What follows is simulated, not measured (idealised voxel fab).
Documented hereafter: the process module known as voxel double patterning.
The width of the displayed cross-section, cut, is 280 nm; its cells are square, with a size of 5 nm.
In this document a cross-section is written as a grid of square cells. It is given as a series of bands, listed from the top down, and a band is one or more rows of cells.
Heads up on the band format: heights come first, top then bottom, in nm. After that it's the materials left to right, each with its width in nm. A single material flagged "edge to edge" fills the whole band edge to edge, and "blank" means there's empty space there.
Height datum 0, below which the as-received substrate wafer is one material. Lowest band open at the bottom, running downward: "0 and below".
Top row gets the first number, bottom row gets the second, and each row in between changes by the same step: that is how a band width like "30->40" works.
When a step is marked "remained unchanged", none of the cells in the cross-section changed during that step.
"closed voids" - sealed voids, min. 8 cells, no opening to top; format: width x height at distance (distance from left edge; nm throughout).
Text after the settings on a step's line: the simulator's own remark on that step.
overlay nm: right-of-plan distance of the mask on a masked step; negative values mean left-of-plan.
## Below is the list of planned process steps
1) RECEIVE | material Si
2) CONFORMAL_DEP | material SiN | thk nm 10
3) DIRECTIONAL_DEP | material SiO2 | thk nm 20
4) DIRECTIONAL_DEP | material SiCN | thk nm 10
5) MASKED_ETCH | tone open | mask id FIRST | width nm 15 | pitch nm 50 | etch materials SiCN | depth nm 10 | overlay nm 0
6) MASKED_ETCH | tone open | mask id SECOND | width nm 15 | pitch nm 50 | etch materials SiCN | depth nm 10 | overlay nm 0
7) DIRECTIONAL_ETCH | etch materials SiO2 | depth nm 20
8) STRIP | etch materials SiCN
The width nm used in step 5 is not the same on every wafer, whereas the starting condition is; the value printed in the plan is the first wafer's.
## Cross-section of the first of several wafers on receipt, reflecting completion of step 1
* 0 and below  Si edge to edge
* closed voids: none
## Wafer cross-section (first of several) - module end, post step 8 (last step)
* 30 down to 10  SiO2 80, then blank 15, then SiO2 10, then blank 15, then SiO2 10, then blank 15, then SiO2 10, then blank 15, then SiO2 10, then blank 15, then SiO2 85
* 10 down to 0  SiN edge to edge
* 0 and below  Si edge to edge
* closed voids: none
## Of the several wafers, the last: cross-section at the end of the module
* 30 down to 10  SiO2 75, then blank 45, then SiO2 5, then blank 45, then SiO2 5, then blank 30, then SiO2 75
* 10 down to 0  SiN edge to edge
* 0 and below  Si edge to edge
* closed voids: none
## Per-wafer rows below. For each material: cells gained (+) or lost (-) since the wafer was received, as of end of module. Then: closed voids
width nm 15 | +112 SiN | +164 SiO2 | closed voids: none
width nm 20 | +112 SiN | +152 SiO2 | closed voids: none
width nm 25 | +112 SiN | +140 SiO2 | closed voids: none
width nm 30 | +112 SiN | +128 SiO2 | closed voids: none
